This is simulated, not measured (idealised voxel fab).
This section sets out a process module, namely voxel transistor to metal.
The figure presents cross-section cut, which has a width of 175 nm and is divided into square cells with an edge length of 5 nm.
Cross-sections here: square-cell grids, written as top-down lists of bands, a band being one or more rows of cells. A band entry consists of two parts. The first gives the height of the band's top and the height of its bottom, in nm. The rest lists the band's materials from left to right, each with its width in nm. A single material labelled with the word "everywhere" fills the band from edge to edge, and the word "empty" marks empty space. Measure heights from 0. That's the level where, below it, the as-received wafer is all one material. The lowest band is bottomless and extends downward; write it as in "0 down". It should be noted that a width expressed as "30 to 40" varies in equal increments from row to row of cells within the band, taking the value of the first number at the top row and that of the second number at the bottom row. Key: "no alterations made" - step with no changed cell in the cross-section. Tabulated closed voids: empty space of 8 cells or more with no open way to the top, each as width x height at its distance from the left edge, in nm. Note: text after step settings on the step line = simulator remark on that step. Regarding "overlay nm": on a step with a mask, it is the distance the mask lay to the right of its planned place; a negative value places it to the left.
The following list gives the planned process steps
1. RECEIVE [material Si]
2. OXIDIZE [depth nm 5]
3. CONFORMAL_DEP [material SiN] [thk nm 15]
4. MASKED_ETCH [tone cover] [mask id ACTIVE] [width nm 135] [etch materials SiN] [depth nm 15] [overlay nm 0]
5. MASKED_ETCH [tone cover] [mask id ACTIVE] [width nm 135] [etch materials SiO2] [depth nm 5] [overlay nm 0]
6. MASKED_ETCH [tone cover] [mask id ACTIVE] [width nm 135] [etch materials Si] [depth nm 30] [overlay nm 0]
7. FILL_DEP [material SiO2] [thk nm 10]
8. CMP [height nm 15]
9. SELECTIVE_ETCH [etch materials SiO2] [depth nm 5]
10. STRIP [etch materials SiN]
11. SELECTIVE_ETCH [etch materials SiO2] [depth nm 5]
12. OXIDIZE [depth nm 5]
13. DIRECTIONAL_DEP [material polySi] [thk nm 25]
14. DIRECTIONAL_DEP [material SiCN] [thk nm 15]
15. PATTERN [tone cover] [mask id GATE] [material resist] [width nm 35] [thk nm 20] [overlay nm 0]
16. DIRECTIONAL_ETCH [etch materials SiCN] [depth nm 25]
17. DIRECTIONAL_ETCH [etch materials polySi] [depth nm 35]
18. STRIP [etch materials resist]
19. CONFORMAL_DEP [material SiO2] [thk nm 5]
20. DIRECTIONAL_ETCH [etch materials SiO2] [depth nm 5]
21. CONFORMAL_DEP [material SiN] [thk nm 5]
22. DIRECTIONAL_ETCH [etch materials SiN] [depth nm 5]
23. DIRECTIONAL_ETCH [etch materials SiO2] [depth nm 5]
24. DIRECTIONAL_ETCH [etch materials Si] [depth nm 5]
25. EPI [material SiGe] [thk nm 10]
26. FILL_DEP [material SiO2] [thk nm 10]
27. CMP [height nm 20]
28. STRIP [etch materials polySi]
29. SELECTIVE_ETCH [etch materials SiO2] [depth nm 5]
30. CONFORMAL_DEP [material HfO2] [thk nm 5]
31. CONFORMAL_DEP [material TiN] [thk nm 5]
32. FILL_DEP [material W] [thk nm 5]
33. CMP [height nm 15]
34. DIRECTIONAL_DEP [material SiO2] [thk nm 10]
35. MASKED_ETCH [tone open] [mask id CONTACT] [width nm 20] [pitch nm 95] [etch materials SiO2] [depth nm 30] [overlay nm 0]
36. CONFORMAL_DEP [material TiN] [thk nm 5]
37. FILL_DEP [material Ru] [thk nm 10]
38. CMP [height nm 25]
39. DIRECTIONAL_DEP [material TiN] [thk nm 5]
40. DIRECTIONAL_DEP [material Ru] [thk nm 20]
41. DIRECTIONAL_DEP [material aC] [thk nm 10]
42. PATTERN [tone cover] [mask id METAL_1] [material resist] [width nm 20] [pitch nm 95] [thk nm 30] [overlay nm 0]
43. DIRECTIONAL_ETCH [etch materials aC] [depth nm 10]
44. STRIP [etch materials resist]
45. DIRECTIONAL_ETCH [etch materials Ru] [depth nm 20]
46. DIRECTIONAL_ETCH [etch materials TiN] [depth nm 5]
47. STRIP [etch materials aC]
48. FILL_DEP [material SiO2] [thk nm 5]
49. CMP [height nm 50]
50. CONFORMAL_DEP [material SiCN] [thk nm 5]
51. DIRECTIONAL_DEP [material lowk] [thk nm 30]
52. MASKED_ETCH [tone open] [mask id METAL_2] [width nm 20] [pitch nm 95] [etch materials lowk] [depth nm 20] [overlay nm 0]
53. PATTERN [tone open] [mask id METAL_2_HOLES] [material resist] [width nm 15] [pitch nm 95] [thk nm 15] [overlay nm 0]
54. DIRECTIONAL_ETCH [etch materials lowk] [depth nm 10]
55. DIRECTIONAL_ETCH [etch materials SiCN] [depth nm 5]
56. STRIP [etch materials resist]
57. CONFORMAL_DEP [material TiN] [thk nm 5]
58. FILL_DEP [material Cu] [thk nm 5]
59. CMP [height nm 85]
60. CONFORMAL_DEP [material SiN] [thk nm 5]
Cross-section of the wafer upon arrival, representing the state reached after step 1
    0 down  Si everywhere
    Tabulated closed voids: none
Same starting wafer, same plan as above, one mistake in the execution; this is the cross-section at the end of the module
    90 to 85  SiN everywhere
    85 to 70  lowk (30)  TiN (5)  Cu (10)  TiN (5)  lowk (75)  TiN (5)  Cu (10)  TiN (5)  lowk (30)
    70 to 65  lowk (30)  TiN (5)  Cu (5)  TiN (10)  lowk (75)  TiN (5)  Cu (5)  TiN (10)  lowk (30)
    65 to 55  lowk (30)  TiN (5)  Cu (5)  TiN (5)  lowk (80)  TiN (5)  Cu (5)  TiN (5)  lowk (35)
    55 to 50  SiCN (30)  TiN (15)  SiCN (80)  TiN (15)  SiCN (35)
    50 to 30  SiO2 (30)  Ru (20)  SiO2 (75)  Ru (20)  SiO2 (30)
    30 to 25  SiO2 (30)  TiN (20)  SiO2 (75)  TiN (20)  SiO2 (30)
    25 to 15  SiO2 (30)  TiN (5)  Ru (10)  TiN (5)  SiO2 (75)  TiN (5)  Ru (10)  TiN (5)  SiO2 (30)
    15 to 5  SiO2 (30)  TiN (5)  Ru (10)  TiN (5)  SiO2 (15)  SiN (5)  HfO2 (5)  TiN (5)  W (25)  TiN (5)  HfO2 (5)  SiN (5)  SiO2 (5)  TiN (5)  Ru (10)  TiN (5)  SiO2 (30)
    5 to 0  SiO2 (20)  SiN (5)  SiO2 (5)  TiN (10)  Ru (5)  TiN (5)  SiO2 (15)  SiN (5)  HfO2 (5)  TiN (5)  W (25)  TiN (5)  HfO2 (5)  SiN (5)  SiO2 (5)  TiN (20)  SiO2 (5)  SiN (5)  SiO2 (20)
    0 to -5  SiO2 (20)  SiN (5)  SiGe (10)  TiN (15)  SiO2 (5)  SiGe (10)  SiN (5)  HfO2 (5)  TiN (35)  HfO2 (5)  SiN (5)  SiGe (10)  TiN (10)  SiGe (10)  SiN (5)  SiO2 (20)
    -5 to -10  SiO2 (25)  SiGe (40)  SiO2 (5)  HfO2 (45)  SiO2 (5)  SiGe (30)  SiO2 (25)
    -10 to -15  SiO2 (20)  Si (5)  SiGe (40)  Si (55)  SiGe (30)  Si (5)  SiO2 (20)
    -15 to -35  SiO2 (20)  Si (135)  SiO2 (20)
    -35 down  Si everywhere
    Tabulated closed voids: none
What was done differently from what was planned? it should be noted that step 15 was executed with settings other than those planned, the operation and settings actually applied being PATTERN [tone cover] [mask id GATE] [material resist] [width nm 35] [thk nm 20] [overlay nm 5]
